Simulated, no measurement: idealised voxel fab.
process module | voxel transistor to metal
cross-section cut | 155 nm wide | cells 5 nm
A cross-section is a grid of square cells, given in bands from the top down. A band is one or more rows of cells.
Each band's line starts with the height of the band's top and of its bottom, in nm. Then come its materials from left to right, each with its width in nm. One material with "throughout" fills the band from edge to edge. "air" is empty space.
Height 0 is the level under which the wafer as received is all one material. The lowest band goes on downwards, as in "0 down".
A width such as "30 to 40" changes by the same amount from each row of cells to the next, from the band's top row to its bottom row.
"no change" after a step means that no cell of the cross-section changed.
closed voids: empty space of 8 cells or more with no open way to the top, each as width x height at its distance from the left edge, in nm
after a step's settings: what the simulator itself notes on the step
overlay nm, on a step with a mask: how far to the right of its planned place the mask lay; to the left if negative
plan
1 op RECEIVE | material Si
2 op OXIDIZE | depth nm 5
3 op CONFORMAL_DEP | material SiN | thk nm 15
4 op DIRECTIONAL_DEP | material aC | thk nm 15
5 op PATTERN | tone cover | mask id ACTIVE | material resist | width nm 110 | thk nm 35 | overlay nm 0
6 op DIRECTIONAL_ETCH | etch materials aC | depth nm 15
7 op STRIP | etch materials resist
8 op DIRECTIONAL_ETCH | etch materials SiN | depth nm 15
9 op DIRECTIONAL_ETCH | etch materials SiO2 | depth nm 5
10 op DIRECTIONAL_ETCH | etch materials Si | depth nm 35
11 op STRIP | etch materials aC
12 op OXIDIZE | depth nm 5
13 op FILL_DEP | material SiO2 | thk nm 15
14 op CMP | height nm 15
15 op SELECTIVE_ETCH | etch materials SiO2 | depth nm 10
16 op STRIP | etch materials SiN
17 op SELECTIVE_ETCH | etch materials SiO2 | depth nm 5
18 op OXIDIZE | depth nm 5
19 op DIRECTIONAL_DEP | material polySi | thk nm 25
20 op DIRECTIONAL_DEP | material SiCN | thk nm 10
21 op DIRECTIONAL_DEP | material aC | thk nm 10
22 op PATTERN | tone cover | mask id GATE | material resist | width nm 20 | thk nm 25 | overlay nm 0
23 op DIRECTIONAL_ETCH | etch materials aC | depth nm 10
24 op STRIP | etch materials resist
25 op DIRECTIONAL_ETCH | etch materials SiCN | depth nm 20
26 op DIRECTIONAL_ETCH | etch materials polySi | depth nm 35
27 op STRIP | etch materials aC
28 op CONFORMAL_DEP | material SiN | thk nm 5
29 op DIRECTIONAL_ETCH | etch materials SiN | depth nm 5
30 op DIRECTIONAL_ETCH | etch materials SiO2 | depth nm 5
31 op DIRECTIONAL_ETCH | etch materials Si | depth nm 10
32 op EPI | material pSi | thk nm 15
33 op FILL_DEP | material SiO2 | thk nm 10
34 op CMP | height nm 30
35 op DIRECTIONAL_DEP | material SiO2 | thk nm 15
36 op MASKED_ETCH | tone open | mask id CONTACT | width nm 30 | pitch nm 60 | etch materials SiO2 | depth nm 50 | overlay nm 0
37 op CONFORMAL_DEP | material TiN | thk nm 5
38 op FILL_DEP | material Ru | thk nm 10
39 op CMP | height nm 45
40 op CONFORMAL_DEP | material SiCN | thk nm 5
41 op DIRECTIONAL_DEP | material SiO2 | thk nm 25
42 op PATTERN | tone open | mask id METAL_1 | material resist | width nm 20 | pitch nm 70 | thk nm 20 | overlay nm 0
43 op DIRECTIONAL_ETCH | etch materials SiO2 | depth nm 25
44 op DIRECTIONAL_ETCH | etch materials SiCN | depth nm 5
45 op STRIP | etch materials resist
46 op CONFORMAL_DEP | material TiN | thk nm 5
47 op FILL_DEP | material W | thk nm 5
48 op CMP | height nm 75
49 op EPI | material Ru | thk nm 5
50 op FILL_DEP | material SiCN | thk nm 5
as received, after step 1
  0 down: Si throughout
  closed voids: none
a wafer at the end: this start, this plan, one mistake
  85 to 80: SiCN throughout
  80 to 75: SiCN 35 | Ru 30 | SiCN 40 | Ru 30 | SiCN 20
  75 to 50: SiO2 40 | TiN 5 | W 10 | TiN 5 | SiO2 50 | TiN 5 | W 10 | TiN 5 | SiO2 25
  50 to 45: SiCN 40 | TiN 20 | SiCN 50 | TiN 20 | SiCN 25
  45 to 30: SiO2 30 | TiN 5 | Ru 20 | TiN 5 | SiO2 30 | TiN 5 | Ru 20 | TiN 5 | SiO2 35
  30 to 20: SiO2 30 | TiN 5 | Ru 20 | TiN 5 | SiN 5 | SiCN 20 | SiN 5 | TiN 5 | Ru 20 | TiN 5 | SiO2 35
  20 to 10: SiO2 30 | TiN 5 | Ru 20 | TiN 5 | SiN 5 | polySi 20 | SiN 5 | TiN 5 | Ru 20 | TiN 5 | SiO2 35
  10 to 5: SiO2 30 | TiN 5 | Ru 5 | TiN 20 | SiN 5 | polySi 20 | SiN 5 | TiN 20 | Ru 5 | TiN 5 | SiO2 35
  5 to 0: SiO2 30 | TiN 5 | Ru 5 | TiN 5 | pSi 15 | SiN 5 | polySi 20 | SiN 5 | pSi 15 | TiN 5 | Ru 5 | TiN 5 | SiO2 35
  0 to -5: SiO2 15 | SiN 5 | SiO2 10 | TiN 15 | pSi 15 | SiN 5 | polySi 20 | SiN 5 | pSi 15 | TiN 15 | SiO2 10 | SiN 5 | SiO2 20
  -5 to -10: SiO2 20 | pSi 40 | SiO2 30 | pSi 40 | SiO2 25
  -10 to -20: SiO2 25 | pSi 35 | Si 30 | pSi 35 | SiO2 30
  -20 to -45: SiO2 25 | Si 100 | SiO2 30
  -45 down: Si throughout
  closed voids: none
what went wrong: step 42 ran as: op PATTERN | tone open | mask id METAL_1 | material resist | width nm 20 | pitch nm 70 | thk nm 20 | overlay nm 10
